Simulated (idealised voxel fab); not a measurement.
Process module under the name voxel self aligned contacts
The cross-section on display is named cut; it measures 250 nm wide, and its cells are 5 nm squares.
Format of a cross-section: grid, square cells. Given as bands. Order: top down. Band: one or more rows of cells.
Each band's line starts with the height of the band's top and of its bottom, in nm. Then come its materials from left to right, each with its width in nm. One material with "full width" fills the band from edge to edge. "blank" is empty space.
Beneath 0, the wafer as received is one material, and that level is where height counting begins. The lowest band goes on downward without a bottom; it is written like "from 0 down".
Per-row width for "30->40": begins at first number (top row of band), ends at second number (bottom row), increment between rows held constant.
Reading "remained the same" for a step: not a cell of the cross-section changed in it.
"Enclosed internal cavities" - sealed voids, min. 8 cells, no opening to top; format: width x height at distance (distance from left edge; nm throughout).
Whatever follows a step's settings on its line is a remark the simulator itself makes about that step.
On any step carrying a mask, the "overlay nm" setting, if present on the step's line, tells how far right of its planned place the mask lay; negative values point to the left.
[Planned step list for the process]
1,op RECEIVE | material Si
2,op OXIDIZE | depth nm 5
3,op DIRECTIONAL_DEP | material polySi | thk nm 25
4,op DIRECTIONAL_DEP | material SiN | thk nm 20
5,op MASKED_ETCH | tone cover | mask id GATE | width nm 25 | pitch nm 70 | etch materials SiN | depth nm 20 | overlay nm 0
6,op MASKED_ETCH | tone cover | mask id GATE | width nm 25 | pitch nm 70 | etch materials polySi | depth nm 25 | overlay nm 0
7,op CONFORMAL_DEP | material SiN | thk nm 10
8,op DIRECTIONAL_ETCH | etch materials SiN | depth nm 10
9,op FILL_DEP | material SiO2 | thk nm 15
10,op CMP | height nm 50
11,op PATTERN | tone open | mask id CONTACT | material resist | width nm 55 | thk nm 20 | overlay nm 0
12,op DIRECTIONAL_ETCH | etch materials SiO2 | depth nm 55
13,op STRIP | etch materials resist
14,op CONFORMAL_DEP | material TiN | thk nm 5
15,op FILL_DEP | material Ru | thk nm 10
16,op CMP | height nm 50
17,op CONFORMAL_DEP | material SiN | thk nm 5
[Cross-section of the incoming wafer, state after step 1]
from 0 down | Si full width
Enclosed internal cavities: none
[End-of-module cross-section of the first of two wafers, processed as planned]
from 55 to 50 | SiN full width
from 50 to 45 | SiO2 (95); TiN (20); Ru (15); TiN (20); SiO2 (100)
from 45 to 25 | SiO2 (65); SiN (45); TiN (5); Ru (15); TiN (5); SiN (45); SiO2 (70)
from 25 to 0 | SiO2 (65); SiN (10); polySi (25); SiN (10); TiN (5); Ru (15); TiN (5); SiN (10); polySi (25); SiN (10); SiO2 (70)
from 0 to -5 | SiO2 (110); TiN (25); SiO2 (115)
from -5 down | Si full width
Enclosed internal cavities: none
[Second of two wafers, module complete, sectioned: it shares the first wafer's start and plan but was run with one mistake]
from 55 to 50 | SiN full width
from 50 to 45 | SiO2 (95); TiN (20); Ru (15); TiN (20); SiO2 (100)
from 45 to 25 | SiO2 (65); SiN (45); TiN (5); Ru (15); TiN (5); SiN (45); SiO2 (70)
from 25 to 5 | SiO2 (65); SiN (10); polySi (25); SiN (10); TiN (5); Ru (15); TiN (5); SiN (10); polySi (25); SiN (10); SiO2 (70)
from 5 to 0 | SiO2 (65); SiN (10); polySi (25); SiN (10); TiN (25); SiN (10); polySi (25); SiN (10); SiO2 (70)
from 0 down | Si full width
Enclosed internal cavities: none
In executing the process, a mistake was made relative to the plan: step 2 was dropped from the plan's execution and never run
Final comparison by cell count, materials where the second wafer has more or fewer than the first: Ru -3; Si +50; SiO2 -45; TiN -2
